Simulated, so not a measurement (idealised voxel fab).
The following process module bears the name voxel self aligned contacts.
For reference, the cross-section in this document is cut, with width 205 nm and square cells of 5 nm.
Square cells in a grid make up a cross-section in this document, and the grid is given as bands, listed from the top down, each one or more rows of cells.
For a band, the entry starts with two heights in nm, that of the top and then that of the bottom, and carries on with the band's materials in order from left to right, each alongside its width in nm; the word "edge to edge" beside a single material means it fills the band edge to edge, and "air" means empty space.
It should be noted that heights are counted from 0, beneath which the wafer as supplied is of one material throughout, and that the lowest band possesses no lower boundary but continues downward, as written in "0 and below".
The width entry "30->40" should be interpreted row by row: the top row of cells in the band takes the first number, the bottom row takes the second number, and the change between adjacent rows is uniform throughout.
Take "no change occurred" at face value: in the step it is given for, the cross-section changed in none of its cells.
"Closed void list" - sealed voids, min. 8 cells, no opening to top; format: width x height at distance (distance from left edge; nm throughout).
It should be noted that, on the line of a given step, the content following the step's settings is a remark produced by the simulator itself with respect to that step.
"overlay nm" on a masked step: distance the mask lay right of its planned place, negative for left.

Planned process steps
step 1: RECEIVE: material Si
step 2: OXIDIZE: depth nm 5
step 3: DIRECTIONAL_DEP: material polySi, thk nm 30
step 4: DIRECTIONAL_DEP: material SiN, thk nm 20
step 5: MASKED_ETCH: tone cover, mask id GATE, width nm 25, pitch nm 50, etch materials SiN, depth nm 20, overlay nm 0
step 6: MASKED_ETCH: tone cover, mask id GATE, width nm 25, pitch nm 50, etch materials polySi, depth nm 30, overlay nm 0
step 7: CONFORMAL_DEP: material SiN, thk nm 5
step 8: DIRECTIONAL_ETCH: etch materials SiN, depth nm 5
step 9: FILL_DEP: material SiO2, thk nm 10
step 10: CMP: height nm 55
step 11: DIRECTIONAL_DEP: material aC, thk nm 10
step 12: PATTERN: tone open, mask id CONTACT, material resist, width nm 35, thk nm 25, overlay nm 0
step 13: DIRECTIONAL_ETCH: etch materials aC, depth nm 10
step 14: STRIP: etch materials resist
step 15: DIRECTIONAL_ETCH: etch materials SiO2, depth nm 60
step 16: STRIP: etch materials aC
step 17: CONFORMAL_DEP: material TiN, thk nm 5
step 18: FILL_DEP: material W, thk nm 10
step 19: CMP: height nm 55
step 20: CONFORMAL_DEP: material SiCN, thk nm 5

Concerning the first of two wafers, which was run in accordance with the plan

Cross-section of the wafer upon arrival, representing the state reached after step 1
- 0 and below = Si edge to edge
- Closed void list: none

So this is the wafer cross-section right after step 2
- 0 down to -5 = SiO2 edge to edge
- Under -5: no change, same as before.

So this is the wafer cross-section right after step 3
- 30 down to 0 = polySi edge to edge
- Under 0: no change, same as before.

So this is the wafer cross-section right after step 4
- 50 down to 30 = SiN edge to edge
- Under 30: no change, same as before.

So this is the wafer cross-section right after step 5
- 50 down to 30 = air 65  SiN 25  air 25  SiN 25  air 65
- Under 30: no change, same as before.

So this is the wafer cross-section right after step 6
- 50 down to 30 = air 65  SiN 25  air 25  SiN 25  air 65
- 30 down to 0 = air 65  polySi 25  air 25  polySi 25  air 65
- Under 0: no change, same as before.

So this is the wafer cross-section right after step 7
- 55 down to 30 = air 60  SiN 35  air 15  SiN 35  air 60
- 30 down to 5 = air 60  SiN 5  polySi 25  SiN 5  air 15  SiN 5  polySi 25  SiN 5  air 60
- 5 down to 0 = SiN 65  polySi 25  SiN 25  polySi 25  SiN 65
- Under 0: no change, same as before.

So this is the wafer cross-section right after step 8
- 50 down to 30 = air 60  SiN 35  air 15  SiN 35  air 60
- 30 down to 0 = air 60  SiN 5  polySi 25  SiN 5  air 15  SiN 5  polySi 25  SiN 5  air 60
- Under 0: no change, same as before.

So this is the wafer cross-section right after step 9
- 60 down to 50 = SiO2 edge to edge
- 50 down to 30 = SiO2 60  SiN 35  SiO2 15  SiN 35  SiO2 60
- 30 down to 0 = SiO2 60  SiN 5  polySi 25  SiN 5  SiO2 15  SiN 5  polySi 25  SiN 5  SiO2 60
- Under 0: no change, same as before.

So this is the wafer cross-section right after step 10
- 55 down to 50 = SiO2 edge to edge
- Under 50: no change, same as before.

So this is the wafer cross-section right after step 11
- 65 down to 55 = aC edge to edge
- Under 55: no change, same as before.

So this is the wafer cross-section right after step 12
- 90 down to 65 = resist 85  air 35  resist 85
- Under 65: no change, same as before.

So this is the wafer cross-section right after step 13
- 80 down to 65 = resist 85  air 35  resist 85
- 65 down to 55 = aC 85  air 35  aC 85
- Under 55: no change, same as before.

So this is the wafer cross-section right after step 14
- 65 down to 55 = aC 85  air 35  aC 85
- Under 55: no change, same as before.

So this is the wafer cross-section right after step 15
- 65 down to 55 = aC 85  air 35  aC 85
- 55 down to 50 = SiO2 85  air 35  SiO2 85
- 50 down to 30 = SiO2 60  SiN 35  air 15  SiN 35  SiO2 60
- 30 down to 0 = SiO2 60  SiN 5  polySi 25  SiN 5  air 15  SiN 5  polySi 25  SiN 5  SiO2 60
- 0 down to -5 = SiO2 95  air 15  SiO2 95
- Under -5: no change, same as before.

So this is the wafer cross-section right after step 16
- 55 down to 50 = SiO2 85  air 35  SiO2 85
- Under 50: no change, same as before.

So this is the wafer cross-section right after step 17
- 60 down to 55 = TiN 90  air 25  TiN 90
- 55 down to 50 = SiO2 85  TiN 15  air 5  TiN 15  SiO2 85
- 50 down to 30 = SiO2 60  SiN 35  TiN 5  air 5  TiN 5  SiN 35  SiO2 60
- 30 down to 0 = SiO2 60  SiN 5  polySi 25  SiN 5  TiN 5  air 5  TiN 5  SiN 5  polySi 25  SiN 5  SiO2 60
- 0 down to -5 = SiO2 95  TiN 15  SiO2 95
- Under -5: no change, same as before.

So this is the wafer cross-section right after step 18
- 70 down to 60 = W edge to edge
- 60 down to 55 = TiN 90  W 25  TiN 90
- 55 down to 50 = SiO2 85  TiN 15  W 5  TiN 15  SiO2 85
- 50 down to 30 = SiO2 60  SiN 35  TiN 5  W 5  TiN 5  SiN 35  SiO2 60
- 30 down to 0 = SiO2 60  SiN 5  polySi 25  SiN 5  TiN 5  W 5  TiN 5  SiN 5  polySi 25  SiN 5  SiO2 60
- Under 0: no change, same as before.

So this is the wafer cross-section right after step 19
- 55 down to 50 = SiO2 85  TiN 15  W 5  TiN 15  SiO2 85
- Under 50: no change, same as before.

So this is the wafer cross-section right after step 20
- 60 down to 55 = SiCN edge to edge
- Under 55: no change, same as before.

Regarding the second of the two wafers: it shared the first wafer's starting condition and process plan, yet one error occurred during its execution. Its history coincides with that of the first wafer up to and including step 1

Cross-sectional representation of the second wafer at the time designated in the plan for the completion of step 2
- 30 down to 0 = polySi edge to edge
- Under 0: no change, same as before.

Cross-sectional representation of the second wafer at the time designated in the plan for the completion of step 3
- 30 down to 25 = SiO2 edge to edge
- Under 25: no change, same as before.

Cross-sectional representation of the second wafer at the time designated in the plan for the completion of step 4
- 50 down to 30 = SiN edge to edge
- Under 30: no change, same as before.

Cross-sectional representation of the second wafer at the time designated in the plan for the completion of step 5
- 50 down to 30 = air 65  SiN 25  air 25  SiN 25  air 65
- Under 30: no change, same as before.

Cross-sectional representation of the second wafer at the time designated in the plan for the completion of step 6: no change occurred

Cross-sectional representation of the second wafer at the time designated in the plan for the completion of step 7
- 55 down to 35 = air 60  SiN 35  air 15  SiN 35  air 60
- 35 down to 30 = SiN edge to edge
- Under 30: no change, same as before.

Cross-sectional representation of the second wafer at the time designated in the plan for the completion of step 8
- 50 down to 30 = air 60  SiN 35  air 15  SiN 35  air 60
- Under 30: no change, same as before.

Cross-sectional representation of the second wafer at the time designated in the plan for the completion of step 9
- 60 down to 50 = SiO2 edge to edge
- 50 down to 30 = SiO2 60  SiN 35  SiO2 15  SiN 35  SiO2 60
- Under 30: no change, same as before.

Cross-sectional representation of the second wafer at the time designated in the plan for the completion of step 10
- 55 down to 50 = SiO2 edge to edge
- Under 50: no change, same as before.

Cross-sectional representation of the second wafer at the time designated in the plan for the completion of step 11
- 65 down to 55 = aC edge to edge
- Under 55: no change, same as before.

Cross-sectional representation of the second wafer at the time designated in the plan for the completion of step 12
- 90 down to 65 = resist 85  air 35  resist 85
- Under 65: no change, same as before.

Cross-sectional representation of the second wafer at the time designated in the plan for the completion of step 13
- 80 down to 65 = resist 85  air 35  resist 85
- 65 down to 55 = aC 85  air 35  aC 85
- Under 55: no change, same as before.

Cross-sectional representation of the second wafer at the time designated in the plan for the completion of step 14
- 65 down to 55 = aC 85  air 35  aC 85
- Under 55: no change, same as before.

Cross-sectional representation of the second wafer at the time designated in the plan for the completion of step 15
- 65 down to 55 = aC 85  air 35  aC 85
- 55 down to 50 = SiO2 85  air 35  SiO2 85
- 50 down to 30 = SiO2 60  SiN 35  air 15  SiN 35  SiO2 60
- 30 down to 25 = SiO2 95  air 15  SiO2 95
- Under 25: no change, same as before.

Cross-sectional representation of the second wafer at the time designated in the plan for the completion of step 16
- 55 down to 50 = SiO2 85  air 35  SiO2 85
- Under 50: no change, same as before.

Cross-sectional representation of the second wafer at the time designated in the plan for the completion of step 17
- 60 down to 55 = TiN 90  air 25  TiN 90
- 55 down to 50 = SiO2 85  TiN 15  air 5  TiN 15  SiO2 85
- 50 down to 30 = SiO2 60  SiN 35  TiN 5  air 5  TiN 5  SiN 35  SiO2 60
- 30 down to 25 = SiO2 95  TiN 15  SiO2 95
- Under 25: no change, same as before.

Cross-sectional representation of the second wafer at the time designated in the plan for the completion of step 18
- 70 down to 60 = W edge to edge
- 60 down to 55 = TiN 90  W 25  TiN 90
- 55 down to 50 = SiO2 85  TiN 15  W 5  TiN 15  SiO2 85
- 50 down to 30 = SiO2 60  SiN 35  TiN 5  W 5  TiN 5  SiN 35  SiO2 60
- Under 30: no change, same as before.

Cross-sectional representation of the second wafer at the time designated in the plan for the completion of step 19
- 55 down to 50 = SiO2 85  TiN 15  W 5  TiN 15  SiO2 85
- Under 50: no change, same as before.

Cross-sectional representation of the second wafer at the time designated in the plan for the completion of step 20
- 60 down to 55 = SiCN edge to edge
- Under 55: no change, same as before.
Processing error: steps 2 and 3: order swapped relative to plan
Once processing is complete, comparing cell counts shows that the second wafer has more or fewer of certain materials than the first: +41 Si; -24 SiN; -144 SiO2; -12 TiN; -6 W; +145 polySi
